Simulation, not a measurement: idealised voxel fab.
The process module presented herein is designated voxel self aligned contacts.
cross-section cut | 200 nm wide | cells 5 nm
When this document writes out a cross-section, it uses a grid of square cells and lists it as bands, beginning at the top and moving down, with a band standing for one or more rows of cells.
Basically the band line says how high the top is and how high the bottom is, in nm, and then what's in it from left to right, every material with its width in nm. Empty space shows up as "air", and if a single material carries "all across" it runs the full band edge to edge.
Heights are expressed relative to 0, this being the level below which the as-received wafer comprises one material exclusively. The lowest band is unbounded in the downward direction and is denoted as in "0..down".
It should be noted that a width expressed as "30->40" varies in equal increments from row to row of cells within the band, taking the value of the first number at the top row and that of the second number at the bottom row.
Step marked "identical to before"? Then no cell in the cross-section changed in it.
Empty spaces without an open route to the top, at least 8 cells in extent, make up the entry "Completely enclosed voids"; each is given as width x height at distance, where the distance is measured from the left edge, and all are in nm.
Note: text after step settings on the step line = simulator remark on that step.
"overlay nm" on a masked step: distance the mask lay right of its planned place, negative for left.
The process steps that were planned are listed below
1 RECEIVE, material Si
2 CONFORMAL_DEP, material SiO2, thk nm 5
3 DIRECTIONAL_DEP, material polySi, thk nm 30
4 DIRECTIONAL_DEP, material SiN, thk nm 20
5 DIRECTIONAL_DEP, material aC, thk nm 15
6 PATTERN, tone cover, mask id GATE, material resist, width nm 35, pitch nm 60, thk nm 35, overlay nm 0
7 DIRECTIONAL_ETCH, etch materials aC, depth nm 15
8 STRIP, etch materials resist
9 DIRECTIONAL_ETCH, etch materials SiN, depth nm 20
10 DIRECTIONAL_ETCH, etch materials polySi, depth nm 30
11 STRIP, etch materials aC
12 CONFORMAL_DEP, material SiN, thk nm 5
13 DIRECTIONAL_ETCH, etch materials SiN, depth nm 5
14 FILL_DEP, material SiO2, thk nm 15
15 CMP, height nm 60
16 MASKED_ETCH, tone open, mask id CONTACT, width nm 45, pitch nm 60, etch materials SiO2, depth nm 60, overlay nm 0
17 CONFORMAL_DEP, material TiN, thk nm 5
18 FILL_DEP, material Ru, thk nm 10
19 CMP, height nm 60
20 CONFORMAL_DEP, material SiCN, thk nm 5
Wafer cross-section on receipt, i.e. after step 1
> 0..down | Si all across
> Completely enclosed voids: none
Final wafer profile in cross-section after the module, from the same start and plan as above, with one mistake made during processing
> 65..60 | SiCN all across
> 60..55 | SiO2 45 nm  TiN 20 nm  Ru 5 nm  TiN 20 nm  SiO2 15 nm  TiN 20 nm  Ru 5 nm  TiN 20 nm  SiO2 50 nm
> 55..35 | SiO2 15 nm  SiN 45 nm  TiN 5 nm  Ru 5 nm  TiN 5 nm  SiN 45 nm  TiN 5 nm  Ru 5 nm  TiN 5 nm  SiN 45 nm  SiO2 20 nm
> 35..15 | SiO2 15 nm  SiN 5 nm  polySi 35 nm  SiN 5 nm  TiN 5 nm  Ru 5 nm  TiN 5 nm  SiN 5 nm  polySi 35 nm  SiN 5 nm  TiN 5 nm  Ru 5 nm  TiN 5 nm  SiN 5 nm  polySi 35 nm  SiN 5 nm  SiO2 20 nm
> 15..10 | SiO2 15 nm  SiN 5 nm  polySi 35 nm  SiN 5 nm  TiN 15 nm  SiN 5 nm  polySi 35 nm  SiN 5 nm  TiN 15 nm  SiN 5 nm  polySi 35 nm  SiN 5 nm  SiO2 20 nm
> 10..5 | SiN 20 nm  polySi 35 nm  SiN 25 nm  polySi 35 nm  SiN 25 nm  polySi 35 nm  SiN 25 nm
> 5..0 | SiO2 all across
> 0..down | Si all across
> Completely enclosed voids: none
Want to know what went wrong? steps 12 and 13 of the plan were each performed in the slot designated for the other
